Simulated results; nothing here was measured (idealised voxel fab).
Process module, titled voxel capacitor over wiring
Shown is cross-section cut, with a width of 225 nm and square cells of size 5 nm.
A cross-section is a grid of square cells, given in bands from the top down. A band is one or more rows of cells.
Per band: top height and bottom height in nm, followed by the left-to-right materials and their widths in nm; "edge to edge" marks a single material spanning edge to edge, "blank" marks empty space.
Note: height 0 marks the level under which the wafer is uniformly one material as received. Lowest band unbounded below, written "from 0 down".
A two-number width, for instance "30..40", indicates that the width is equal to the first number in the top row of the band and to the second number in the bottom row, and that it changes by a constant amount per row of cells.
You'll sometimes find "nothing was modified" written for a step, and that's the way of saying that nowhere in the cross-section did a cell change during that step.
Basically, "Fully sealed voids" tells you about the enclosed voids: empty spaces with no open way to the top, 8 cells or bigger, each written width x height at distance, where distance is from the left edge, all in nm.
Formally, on a step line, whatever follows the settings is a remark that the simulator itself makes on the step.
The "overlay nm" setting may appear on a step's line; for a step that uses a mask, it gives how far to the right of its planned position the mask lay, and a negative value indicates the left.

**plan**
| 1 | RECEIVE with material Si |
| 2 | CONFORMAL_DEP with material SiO2, thk nm 15 |
| 3 | CONFORMAL_DEP with material SiN, thk nm 5 |
| 4 | DIRECTIONAL_DEP with material SiO2, thk nm 25 |
| 5 | PATTERN with tone open, mask id METAL_1, material resist, width nm 30, pitch nm 80, thk nm 15, overlay nm 0 |
| 6 | DIRECTIONAL_ETCH with etch materials SiO2, depth nm 25 |
| 7 | DIRECTIONAL_ETCH with etch materials SiN, depth nm 5 |
| 8 | STRIP with etch materials resist |
| 9 | CONFORMAL_DEP with material TiN, thk nm 5 |
| 10 | FILL_DEP with material W, thk nm 10 |
| 11 | CMP with height nm 45 |
| 12 | CONFORMAL_DEP with material SiCN, thk nm 5 |
| 13 | DIRECTIONAL_DEP with material lowk, thk nm 15 |
| 14 | PATTERN with tone open, mask id PLUG_1, material resist, width nm 15, thk nm 20, overlay nm 0 |
| 15 | DIRECTIONAL_ETCH with etch materials lowk, depth nm 15 |
| 16 | DIRECTIONAL_ETCH with etch materials SiCN, depth nm 5 |
| 17 | STRIP with etch materials resist |
| 18 | EPI with material Ru, thk nm 10 |
| 19 | EPI with material Ru, thk nm 10 |
| 20 | DIRECTIONAL_DEP with material TiN, thk nm 10 |
| 21 | DIRECTIONAL_DEP with material HfO2, thk nm 5 |
| 22 | DIRECTIONAL_DEP with material TiN, thk nm 10 |
| 23 | MASKED_ETCH with tone cover, mask id UPPER_PLATE, width nm 55, etch materials TiN, depth nm 10, overlay nm 0 |
| 24 | MASKED_ETCH with tone cover, mask id UPPER_PLATE, width nm 55, etch materials HfO2, depth nm 5, overlay nm 0 |
| 25 | MASKED_ETCH with tone cover, mask id LOWER_PLATE, width nm 65, etch materials TiN, depth nm 10, overlay nm 0 |
| 26 | FILL_DEP with material SiO2, thk nm 20 |
| 27 | CMP with height nm 105 |
| 28 | PATTERN with tone open, mask id PLUG_2, material resist, width nm 15, thk nm 15, overlay nm 0 |
| 29 | DIRECTIONAL_ETCH with etch materials SiO2, depth nm 15 |
| 30 | STRIP with etch materials resist |
| 31 | CONFORMAL_DEP with material TiN, thk nm 5 |
| 32 | FILL_DEP with material Ru, thk nm 10 |
| 33 | CMP with height nm 105 |
| 34 | CONFORMAL_DEP with material SiN, thk nm 5 |

**Cross-section, incoming material, after step 1**
- from 0 down = Si edge to edge
- Fully sealed voids: none

**First of two wafers, end-of-module section, run followed plan**
- from 110 to 105 = SiN edge to edge
- from 105 to 95 = SiO2=80 | TiN=5 | Ru=5 | TiN=5 | SiO2=130
- from 95 to 90 = SiO2=80 | TiN=15 | SiO2=130
- from 90 to 80 = SiO2=70 | TiN=55 | SiO2=100
- from 80 to 75 = SiO2=70 | HfO2=55 | SiO2=100
- from 75 to 65 = SiO2=65 | TiN=65 | SiO2=95
- from 65 to 50 = lowk=70 | Ru=15 | lowk=140
- from 50 to 45 = SiCN=70 | Ru=15 | SiCN=140
- from 45 to 20 = SiO2=55 | TiN=5 | W=20 | TiN=5 | SiO2=50 | TiN=5 | W=20 | TiN=5 | SiO2=60
- from 20 to 15 = SiN=55 | TiN=30 | SiN=50 | TiN=30 | SiN=60
- from 15 to 0 = SiO2 edge to edge
- from 0 down = Si edge to edge
- Fully sealed voids: none

**Presented here is a cross-section of the second of the two wafers as it stood at the end of the module. It was started in the same manner and assigned the same plan as the first wafer; however, one mistake was made in its execution**
- from 110 to 105 = SiN edge to edge
- from 105 to 95 = SiO2=80 | lowk=5 | Ru=5 | lowk=5 | SiO2=130
- from 95 to 90 = SiO2=80 | lowk=15 | SiO2=130
- from 90 to 80 = SiO2=70 | TiN=55 | SiO2=100
- from 80 to 75 = SiO2=70 | HfO2=55 | SiO2=100
- from 75 to 65 = SiO2=65 | TiN=65 | SiO2=95
- from 65 to 50 = lowk=70 | Ru=15 | lowk=140
- from 50 to 45 = SiCN=70 | Ru=15 | SiCN=140
- from 45 to 20 = SiO2=55 | TiN=5 | W=20 | TiN=5 | SiO2=50 | TiN=5 | W=20 | TiN=5 | SiO2=60
- from 20 to 15 = SiN=55 | TiN=30 | SiN=50 | TiN=30 | SiN=60
- from 15 to 0 = SiO2 edge to edge
- from 0 down = Si edge to edge
- Fully sealed voids: none
The plan and the run diverged here: step 31 ran with different settings than intended, the actual operation and settings being CONFORMAL_DEP with material lowk, thk nm 5
At the finish, the second wafer shows more or fewer cells for some materials than the first does: -7 TiN, +7 lowk
